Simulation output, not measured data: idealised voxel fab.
Proc. module: voxel capacitor over wiring
235 nm wide, 5 nm square cells: that's cross-section cut.
Bands, listed from the top down, are how a cross-section gets written in this document; the cross-section itself is a grid of square cells, and a band is one or more rows of them.
For a band, the entry starts with two heights in nm, that of the top and then that of the bottom, and carries on with the band's materials in order from left to right, each alongside its width in nm; the word "full width" beside a single material means it fills the band edge to edge, and "empty" means empty space.
All heights in this document are referenced to 0, defined as the level beneath which the wafer, as received, consists entirely of one material. The lowest band is not bounded below; it extends indefinitely downward and is written in the form "z 0 and below".
The width entry "30..40" should be interpreted row by row: the top row of cells in the band takes the first number, the bottom row takes the second number, and the change between adjacent rows is uniform throughout.
Key: "nothing was modified" - step with no changed cell in the cross-section.
"Enclosed void inventory" - sealed voids, min. 8 cells, no opening to top; format: width x height at distance (distance from left edge; nm throughout).
after a step's settings: what the simulator itself notes on the step
"overlay nm" answers the question of how far to the right of plan the mask lay on a step that has a mask, and when it is negative the answer is to the left.
PROCESS STEPS - PLAN
- 1: RECEIVE with material Si
- 2: CONFORMAL_DEP with material SiO2, thk nm 15
- 3: DIRECTIONAL_DEP with material TiN, thk nm 5
- 4: DIRECTIONAL_DEP with material Ru, thk nm 20
- 5: DIRECTIONAL_DEP with material aC, thk nm 10
- 6: PATTERN with tone cover, mask id METAL_1, material resist, width nm 20, pitch nm 90, thk nm 30, overlay nm 0
- 7: DIRECTIONAL_ETCH with etch materials aC, depth nm 10
- 8: STRIP with etch materials resist
- 9: DIRECTIONAL_ETCH with etch materials Ru, depth nm 20
- 10: DIRECTIONAL_ETCH with etch materials TiN, depth nm 5
- 11: STRIP with etch materials aC
- 12: FILL_DEP with material SiO2, thk nm 10
- 13: CMP with height nm 40
- 14: CONFORMAL_DEP with material SiCN, thk nm 5
- 15: DIRECTIONAL_DEP with material lowk, thk nm 15
- 16: MASKED_ETCH with tone open, mask id PLUG_1, width nm 15, etch materials lowk, depth nm 15, overlay nm 0
- 17: MASKED_ETCH with tone open, mask id PLUG_1, width nm 15, etch materials SiCN, depth nm 5, overlay nm 0
- 18: CONFORMAL_DEP with material TiN, thk nm 5
- 19: FILL_DEP with material Ru, thk nm 10
- 20: CMP with height nm 60
- 21: DIRECTIONAL_DEP with material TiN, thk nm 10
- 22: DIRECTIONAL_DEP with material Al2O3, thk nm 5
- 23: DIRECTIONAL_DEP with material TiN, thk nm 5
- 24: PATTERN with tone cover, mask id UPPER_PLATE, material resist, width nm 75, thk nm 20, overlay nm 0
- 25: DIRECTIONAL_ETCH with etch materials TiN, depth nm 5
- 26: DIRECTIONAL_ETCH with etch materials Al2O3, depth nm 5
- 27: STRIP with etch materials resist
- 28: PATTERN with tone cover, mask id LOWER_PLATE, material resist, width nm 85, thk nm 15, overlay nm 0
- 29: DIRECTIONAL_ETCH with etch materials TiN, depth nm 10
- 30: STRIP with etch materials resist
- 31: FILL_DEP with material SiO2, thk nm 15
- 32: CMP with height nm 90
- 33: MASKED_ETCH with tone open, mask id PLUG_2, width nm 15, etch materials SiO2, depth nm 10, overlay nm 0
- 34: CONFORMAL_DEP with material TiN, thk nm 5
- 35: FILL_DEP with material Ru, thk nm 10
- 36: CMP with height nm 90
- 37: CONFORMAL_DEP with material SiN, thk nm 5
WAFER AT RECEIPT (POST STEP 1), CROSS-SECTION
> z 0 and below = Si full width
> Enclosed void inventory: none
RESULT OF THE MODULE, CROSS-SECTIONED: START PER ABOVE, PLAN PER ABOVE, ONE ERROR IN HOW IT WAS RUN
> z 95 to 90 = SiN full width
> z 90 to 85 = SiO2 75 | TiN 5 | Ru 5 | TiN 5 | SiO2 145
> z 85 to 75 = SiO2 75..65 | TiN 15..75 | SiO2 145..95
> z 75 to 70 = SiO2 65 | Al2O3 75 | SiO2 95
> z 70 to 60 = SiO2 60 | TiN 85 | SiO2 90
> z 60 to 45 = lowk 65 | TiN 5 | Ru 5 | TiN 5 | lowk 155
> z 45 to 40 = SiCN 65 | TiN 15 | SiCN 155
> z 40 to 20 = SiO2 60 | Ru 20 | SiO2 70 | Ru 20 | SiO2 65
> z 20 to 5 = SiO2 full width
> z 5 to 0 = TiN full width
> z 0 and below = Si full width
> Enclosed void inventory: none
What was the processing mistake? transposition of steps 2 and 3 relative to the planned sequence
